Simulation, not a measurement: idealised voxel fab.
You're looking at the process module voxel capacitor over wiring.
The cross-section shown here is cut; it is 240 nm wide and divided into square cells measuring 5 nm on a side.
Reading order for cross-sections: top band down to bottom band. Underlying form: a grid of square cells. Band size: one or more rows of cells.
In this notation a band is specified by the heights of its top and bottom, in that order and in nm, after which its materials appear from left to right, each paired with its width in nm. The word "all across" attached to a single material means that material fills the band from edge to edge; the word "air" stands for empty space.
The reference from which all heights are counted is 0, the level beneath which the as-received wafer is entirely one material; the lowest band, having no lower bound, proceeds downward and is written after the example "z 0 and below".
The width entry "30->40" should be interpreted row by row: the top row of cells in the band takes the first number, the bottom row takes the second number, and the change between adjacent rows is uniform throughout.
"nothing was modified" means the step left every cell of the cross-section as it was.
"Closed voids list" specifies each empty space that is not open to the top and that occupies no fewer than 8 cells, using the form width x height at distance, the distance measured from the left edge and all three quantities in nm.
The remark found on a step's line after its settings is issued by the simulator itself and pertains to that step.
overlay nm: mask offset rightward from planned place, masked step; negative means leftward offset.

These are the steps we planned for the process:
1 RECEIVE | material Si
2 CONFORMAL_DEP | material SiO2 | thk nm 15
3 CONFORMAL_DEP | material SiCN | thk nm 5
4 DIRECTIONAL_DEP | material lowk | thk nm 15
5 PATTERN | tone open | mask id METAL_1 | material resist | width nm 15 | pitch nm 70 | thk nm 20 | overlay nm 0
6 DIRECTIONAL_ETCH | etch materials lowk | depth nm 15
7 DIRECTIONAL_ETCH | etch materials SiCN | depth nm 5
8 STRIP | etch materials resist
9 CONFORMAL_DEP | material TiN | thk nm 5
10 FILL_DEP | material Cu | thk nm 10
11 CMP | height nm 35
12 CONFORMAL_DEP | material SiCN | thk nm 5
13 DIRECTIONAL_DEP | material lowk | thk nm 15
14 MASKED_ETCH | tone open | mask id PLUG_1 | width nm 15 | etch materials lowk | depth nm 15 | overlay nm 0
15 MASKED_ETCH | tone open | mask id PLUG_1 | width nm 15 | etch materials SiCN | depth nm 5 | overlay nm 0
16 CONFORMAL_DEP | material TiN | thk nm 5
17 FILL_DEP | material Cu | thk nm 10
18 CMP | height nm 55
19 DIRECTIONAL_DEP | material TiN | thk nm 5
20 DIRECTIONAL_DEP | material HfO2 | thk nm 5
21 DIRECTIONAL_DEP | material TiN | thk nm 5
22 PATTERN | tone cover | mask id UPPER_PLATE | material resist | width nm 55 | thk nm 15 | overlay nm 0
23 DIRECTIONAL_ETCH | etch materials TiN | depth nm 5
24 DIRECTIONAL_ETCH | etch materials HfO2 | depth nm 5
25 STRIP | etch materials resist
26 DIRECTIONAL_DEP | material aC | thk nm 15
27 PATTERN | tone cover | mask id LOWER_PLATE | material resist | width nm 65 | thk nm 30 | overlay nm 0
28 DIRECTIONAL_ETCH | etch materials aC | depth nm 15
29 STRIP | etch materials resist
30 DIRECTIONAL_ETCH | etch materials TiN | depth nm 5
31 STRIP | etch materials aC
32 FILL_DEP | material SiO2 | thk nm 15
33 CMP | height nm 80
34 MASKED_ETCH | tone open | mask id PLUG_2 | width nm 15 | etch materials SiO2 | depth nm 10 | overlay nm 0
35 CONFORMAL_DEP | material TiN | thk nm 5
36 FILL_DEP | material Ru | thk nm 10
37 CMP | height nm 80
38 CONFORMAL_DEP | material SiN | thk nm 5
It is noted that the wafers described herein are identical at the outset and are distinguished by the width nm of step 5; the value stated in the plan corresponds to the first wafer.

Received wafers, first of several: cross-section after step 1:
- z 0 and below: Si all across
- Closed voids list: none

Once step 38, the last step, is complete, the module is at its end; this is the cross-section of the first of several wafers:
- z 85 to 80: SiN all across
- z 80 to 75: SiO2=90 / TiN=5 / Ru=5 / TiN=5 / SiO2=135
- z 75 to 65: SiO2=90->80 / TiN=15->55 / SiO2=135->105
- z 65 to 60: SiO2=80 / HfO2=55 / SiO2=105
- z 60 to 55: SiO2=75 / TiN=65 / SiO2=100
- z 55 to 40: lowk=80 / TiN=5 / Cu=5 / TiN=5 / lowk=145
- z 40 to 35: SiCN=80 / TiN=15 / SiCN=145
- z 35 to 20: lowk=80 / TiN=5 / Cu=5 / TiN=5 / lowk=55 / TiN=5 / Cu=5 / TiN=5 / lowk=75
- z 20 to 15: SiCN=80 / TiN=15 / SiCN=55 / TiN=15 / SiCN=75
- z 15 to 0: SiO2 all across
- z 0 and below: Si all across
- Closed voids list: none

So this is the cross-section on the last wafer at the end of the module:
- z 85 to 80: SiN all across
- z 80 to 75: SiO2=90 / TiN=5 / Ru=5 / TiN=5 / SiO2=135
- z 75 to 65: SiO2=90->80 / TiN=15->55 / SiO2=135->105
- z 65 to 60: SiO2=80 / HfO2=55 / SiO2=105
- z 60 to 55: SiO2=75 / TiN=65 / SiO2=100
- z 55 to 40: lowk=80 / TiN=5 / Cu=5 / TiN=5 / lowk=145
- z 40 to 35: SiCN=80 / TiN=15 / SiCN=145
- z 35 to 20: lowk=70 / TiN=5 / Cu=25 / TiN=5 / lowk=35 / TiN=5 / Cu=25 / TiN=5 / lowk=65
- z 20 to 15: SiCN=70 / TiN=35 / SiCN=35 / TiN=35 / SiCN=65
- z 15 to 0: SiO2 all across
- z 0 and below: Si all across
- Closed voids list: none

So in this table every wafer gets its own row, and what you see is where it stands at the end of the module: for each material, how many cells it picked up (+) or gave up (-) since we received it, and after that its closed voids:
width nm 15, +9 Cu, +11 HfO2, +1 Ru, +87 SiCN, +48 SiN, +343 SiO2, +56 TiN, +261 lowk, Closed voids list: none
width nm 20, +15 Cu, +11 HfO2, +1 Ru, +85 SiCN, +48 SiN, +343 SiO2, +58 TiN, +255 lowk, Closed voids list: none
width nm 25, +21 Cu, +11 HfO2, +1 Ru, +83 SiCN, +48 SiN, +343 SiO2, +60 TiN, +249 lowk, Closed voids list: none
width nm 30, +27 Cu, +11 HfO2, +1 Ru, +81 SiCN, +48 SiN, +343 SiO2, +62 TiN, +243 lowk, Closed voids list: none
width nm 35, +33 Cu, +11 HfO2, +1 Ru, +79 SiCN, +48 SiN, +343 SiO2, +64 TiN, +237 lowk, Closed voids list: none
